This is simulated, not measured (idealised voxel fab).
process module | voxel double patterning
cross-section cut | 185 nm wide | cells 5 nm
A cross-section is a grid of square cells, given in bands from the top down. A band is one or more rows of cells.
Each band's line starts with the height of the band's top and of its bottom, in nm. Then come its materials from left to right, each with its width in nm. One material with "throughout" fills the band from edge to edge. "air" is empty space.
Height 0 is the level under which the wafer as received is all one material. The lowest band goes on downwards, as in "0 down".
A width such as "30 to 40" changes by the same amount from each row of cells to the next, from the band's top row to its bottom row.
"no change" after a step means that no cell of the cross-section changed.
closed voids: empty space of 8 cells or more with no open way to the top, each as width x height at its distance from the left edge, in nm
after a step's settings: what the simulator itself notes on the step
overlay nm, on a step with a mask: how far to the right of its planned place the mask lay; to the left if negative
plan
1 op RECEIVE | material Si
2 op CONFORMAL_DEP | material SiO2 | thk nm 5
3 op DIRECTIONAL_DEP | material TiN | thk nm 15
4 op DIRECTIONAL_DEP | material SiN | thk nm 10
5 op DIRECTIONAL_DEP | material aC | thk nm 15
6 op PATTERN | tone open | mask id FIRST | material resist | width nm 15 | pitch nm 50 | thk nm 30 | overlay nm 0
7 op DIRECTIONAL_ETCH | etch materials aC | depth nm 15
8 op STRIP | etch materials resist
9 op DIRECTIONAL_ETCH | etch materials SiN | depth nm 10
10 op STRIP | etch materials aC
11 op PATTERN | tone open | mask id SECOND | material resist | width nm 15 | pitch nm 50 | thk nm 20 | overlay nm 0
12 op DIRECTIONAL_ETCH | etch materials SiN | depth nm 10
13 op STRIP | etch materials resist
14 op DIRECTIONAL_ETCH | etch materials TiN | depth nm 15
15 op STRIP | etch materials SiN
as received, after step 1
  0 down: Si throughout
  closed voids: none
first wafer at the end, as planned
  20 to 5: TiN 35 | air 15 | TiN 10 | air 15 | TiN 10 | air 15 | TiN 10 | air 15 | TiN 10 | air 15 | TiN 35
  5 to 0: SiO2 throughout
  0 down: Si throughout
  closed voids: none
second wafer at the end: like start, like plan, one mistake
  35 to 20: TiN 35 | air 15 | TiN 10 | air 15 | TiN 10 | air 15 | TiN 10 | air 15 | TiN 10 | air 15 | TiN 35
  20 to 5: TiN throughout
  5 to 0: SiO2 throughout
  0 down: Si throughout
  closed voids: none
what went wrong: step 3 was run twice
at the end the second wafer has, in cells: 111 more of TiN
